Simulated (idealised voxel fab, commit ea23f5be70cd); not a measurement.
This is a process module. Its name is voxel capacitor over wiring.
We display cut, a cross-section 270 nm in width whose square cells are each 5 nm.
For the purposes of this document, a cross-section shall be understood as a grid of square cells, specified as bands listed in top-to-bottom order, each band consisting of one or more rows of cells. It is stipulated that each band's entry specify, in nanometres, the height of the top of the band and then that of its bottom, followed by the materials of the band in left-to-right sequence, each together with its width in nanometres. A single material marked by the word "everywhere" is understood to fill the band from edge to edge; the word "blank" is understood to denote empty space. Measure heights from 0. That's the level where, below it, the as-received wafer is all one material. The lowest band is bottomless and extends downward; write it as in "z 0 and below". The two numbers in a width such as "30->40" mark its ends across the band: the first belongs to the top row of cells, the second to the bottom row, and from each row to the next the width moves by the same amount. "left unchanged" for a step: no cell of the cross-section changed in that step. This entry, "Unvented internal voids", enumerates those empty regions of no fewer than 8 cells that possess no open connection to the top. Each region is reported in the form width x height at distance, the distance being taken from the left edge, with all three quantities expressed in nm. What comes after the settings on a step's line is commentary from the simulator itself on that step. overlay nm, on a step with a mask: how far to the right of its planned place the mask lay; to the left if negative.
Process steps (planned):
1: op RECEIVE | material Si
2: op CONFORMAL_DEP | material SiO2 | thk nm 10
3: op DIRECTIONAL_DEP | material TiN | thk nm 5
4: op DIRECTIONAL_DEP | material W | thk nm 15
5: op MASKED_ETCH | tone cover | mask id METAL_1 | width nm 25 | pitch nm 95 | etch materials W | depth nm 15 | overlay nm 0
6: op MASKED_ETCH | tone cover | mask id METAL_1 | width nm 25 | pitch nm 95 | etch materials TiN | depth nm 5 | overlay nm 0
7: op CONFORMAL_DEP | material SiCN | thk nm 5
8: op FILL_DEP | material lowk | thk nm 10
9: op CMP | height nm 30
10: op CONFORMAL_DEP | material SiCN | thk nm 5
11: op DIRECTIONAL_DEP | material SiO2 | thk nm 10
12: op DIRECTIONAL_DEP | material aC | thk nm 15
13: op PATTERN | tone open | mask id PLUG_1 | material resist | width nm 15 | thk nm 30 | overlay nm 0
14: op DIRECTIONAL_ETCH | etch materials aC | depth nm 15
15: op STRIP | etch materials resist
16: op DIRECTIONAL_ETCH | etch materials SiO2 | depth nm 10
17: op DIRECTIONAL_ETCH | etch materials SiCN | depth nm 5
18: op STRIP | etch materials aC
19: op EPI | material Ru | thk nm 10
20: op EPI | material Ru | thk nm 5
21: op DIRECTIONAL_DEP | material TiN | thk nm 10
22: op DIRECTIONAL_DEP | material HfO2 | thk nm 5
23: op DIRECTIONAL_DEP | material TiN | thk nm 5
24: op MASKED_ETCH | tone cover | mask id UPPER_PLATE | width nm 75 | etch materials TiN | depth nm 5 | overlay nm 0
25: op MASKED_ETCH | tone cover | mask id UPPER_PLATE | width nm 75 | etch materials HfO2 | depth nm 5 | overlay nm 0
26: op DIRECTIONAL_DEP | material aC | thk nm 10
27: op PATTERN | tone cover | mask id LOWER_PLATE | material resist | width nm 85 | thk nm 25 | overlay nm 0
28: op DIRECTIONAL_ETCH | etch materials aC | depth nm 10
29: op STRIP | etch materials resist
30: op DIRECTIONAL_ETCH | etch materials TiN | depth nm 10
31: op STRIP | etch materials aC
32: op FILL_DEP | material SiO2 | thk nm 20
33: op CMP | height nm 80
34: op PATTERN | tone open | mask id PLUG_2 | material resist | width nm 15 | thk nm 20 | overlay nm 0
35: op DIRECTIONAL_ETCH | etch materials SiO2 | depth nm 15
36: op STRIP | etch materials resist
37: op CONFORMAL_DEP | material TiN | thk nm 5
38: op FILL_DEP | material W | thk nm 10
39: op CMP | height nm 80
40: op CONFORMAL_DEP | material SiN | thk nm 5
Cross-section of the wafer upon arrival, representing the state reached after step 1:
	z 0 and below = Si everywhere
	Unvented internal voids: none
The cross-section shown corresponds to the wafer at the conclusion of the module. The initial structure and the process plan are those presented above; however, one mistake occurred in executing the plan:
	z 85 to 80 = SiN everywhere
	z 80 to 70 = SiO2 (95)  TiN (5)  W (5)  TiN (5)  SiO2 (160)
	z 70 to 65 = SiO2 (95)  TiN (15)  SiO2 (160)
	z 65 to 60 = SiO2 (85)  HfO2 (75)  SiO2 (110)
	z 60 to 55 = HfO2 everywhere
	z 55 to 45 = TiN everywhere
	z 45 to 35 = SiO2 (85)  Ru (15)  SiO2 (170)
	z 35 to 30 = SiCN (85)  Ru (15)  SiCN (170)
	z 30 to 15 = lowk (70)  SiCN (5)  W (25)  SiCN (5)  lowk (60)  SiCN (5)  W (25)  SiCN (5)  lowk (70)
	z 15 to 10 = SiCN (75)  TiN (25)  SiCN (70)  TiN (25)  SiCN (75)
	z 10 to 0 = SiO2 everywhere
	z 0 and below = Si everywhere
	Unvented internal voids: none
Deviation noted in wafer processing: step 23 off recipe, ran as op DIRECTIONAL_DEP | material HfO2 | thk nm 5
